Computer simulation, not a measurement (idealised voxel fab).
Process module in this document: voxel trench capacitor
We display cut, a cross-section 270 nm in width whose square cells are each 5 nm.
Reading order for cross-sections: top band down to bottom band. Underlying form: a grid of square cells. Band size: one or more rows of cells. In this notation a band is specified by the heights of its top and bottom, in that order and in nm, after which its materials appear from left to right, each paired with its width in nm. The word "everywhere" attached to a single material means that material fills the band from edge to edge; the word "empty" stands for empty space. Below 0: as-received wafer, all one material; heights counted from there. Lowest band: no bottom, goes on down, written "z 0 and below". A two-number width, for instance "30..40", indicates that the width is equal to the first number in the top row of the band and to the second number in the bottom row, and that it changes by a constant amount per row of cells. For the purposes of this document, the phrase "everything unchanged" attached to a step denotes that no cell within the cross-section was modified by that step. The entry "Sealed cavities" lists the empty spaces that cover at least 8 cells and have no open path to the top. Each is written as width x height at distance, where the distance is measured from the left edge and all three values are in nm. Note: text after step settings on the step line = simulator remark on that step. Each step line may optionally specify "overlay nm", which for a step with a mask gives the rightward distance between the mask's planned place and where it lay, a negative value indicating the leftward direction.

[The planned process steps are enumerated hereunder]
1. RECEIVE: material Si
2. CONFORMAL_DEP: material SiN, thk nm 5
3. MASKED_ETCH: tone open, mask id TRENCH, width nm 15, pitch nm 40, etch materials SiN, depth nm 5, overlay nm 0
4. MASKED_ETCH: tone open, mask id TRENCH, width nm 15, pitch nm 40, etch materials Si, depth nm 30, overlay nm 0
5. CONFORMAL_DEP: material Al2O3, thk nm 5
6. FILL_DEP: material polySi, thk nm 10
7. CMP: height nm 5

[Concerning the first of two wafers, which was run in accordance with the plan]

[Wafer as received: cross-section following step 1]
  z 0 and below = Si everywhere
  Sealed cavities: none

[Step 2 complete: cross-section through the wafer]
  z 5 to 0 = SiN everywhere
  Beneath the level 0, the cross-section is identical to its previous state.

[Step 3 complete: cross-section through the wafer]
  z 5 to 0 = SiN 85 nm / empty 15 nm / SiN 25 nm / empty 15 nm / SiN 25 nm / empty 15 nm / SiN 90 nm
  Beneath the level 0, the cross-section is identical to its previous state.

[Step 4 complete: cross-section through the wafer]
  z 5 to 0 = SiN 85 nm / empty 15 nm / SiN 25 nm / empty 15 nm / SiN 25 nm / empty 15 nm / SiN 90 nm
  z 0 to -30 = Si 85 nm / empty 15 nm / Si 25 nm / empty 15 nm / Si 25 nm / empty 15 nm / Si 90 nm
  Beneath the level -30, the cross-section is identical to its previous state.

[Step 5 complete: cross-section through the wafer]
  z 10 to 5 = Al2O3 90 nm / empty 5 nm / Al2O3 35 nm / empty 5 nm / Al2O3 35 nm / empty 5 nm / Al2O3 95 nm
  z 5 to 0 = SiN 85 nm / Al2O3 5 nm / empty 5 nm / Al2O3 5 nm / SiN 25 nm / Al2O3 5 nm / empty 5 nm / Al2O3 5 nm / SiN 25 nm / Al2O3 5 nm / empty 5 nm / Al2O3 5 nm / SiN 90 nm
  z 0 to -25 = Si 85 nm / Al2O3 5 nm / empty 5 nm / Al2O3 5 nm / Si 25 nm / Al2O3 5 nm / empty 5 nm / Al2O3 5 nm / Si 25 nm / Al2O3 5 nm / empty 5 nm / Al2O3 5 nm / Si 90 nm
  z -25 to -30 = Si 85 nm / Al2O3 15 nm / Si 25 nm / Al2O3 15 nm / Si 25 nm / Al2O3 15 nm / Si 90 nm
  Beneath the level -30, the cross-section is identical to its previous state.

[Step 6 complete: cross-section through the wafer]
  z 20 to 10 = polySi everywhere
  z 10 to 5 = Al2O3 90 nm / polySi 5 nm / Al2O3 35 nm / polySi 5 nm / Al2O3 35 nm / polySi 5 nm / Al2O3 95 nm
  z 5 to 0 = SiN 85 nm / Al2O3 5 nm / polySi 5 nm / Al2O3 5 nm / SiN 25 nm / Al2O3 5 nm / polySi 5 nm / Al2O3 5 nm / SiN 25 nm / Al2O3 5 nm / polySi 5 nm / Al2O3 5 nm / SiN 90 nm
  z 0 to -25 = Si 85 nm / Al2O3 5 nm / polySi 5 nm / Al2O3 5 nm / Si 25 nm / Al2O3 5 nm / polySi 5 nm / Al2O3 5 nm / Si 25 nm / Al2O3 5 nm / polySi 5 nm / Al2O3 5 nm / Si 90 nm
  Beneath the level -25, the cross-section is identical to its previous state.

[Step 7 complete: cross-section through the wafer]
  z 5 to 0 = SiN 85 nm / Al2O3 5 nm / polySi 5 nm / Al2O3 5 nm / SiN 25 nm / Al2O3 5 nm / polySi 5 nm / Al2O3 5 nm / SiN 25 nm / Al2O3 5 nm / polySi 5 nm / Al2O3 5 nm / SiN 90 nm
  Beneath the level 0, the cross-section is identical to its previous state.

[Second wafer. Start and plan as for the first. One mistake made in running. Agrees with the first up to and including step 6]

Second wafer at the planned finish of step 7, seen in cross-section: everything unchanged
What went wrong in running the wafer? heads up, step 7 of the plan was skipped and never actually ran
Wafer comparison, final, in cells, second relative to first, materials more or fewer: 51 more of Al2O3 | 111 more of polySi
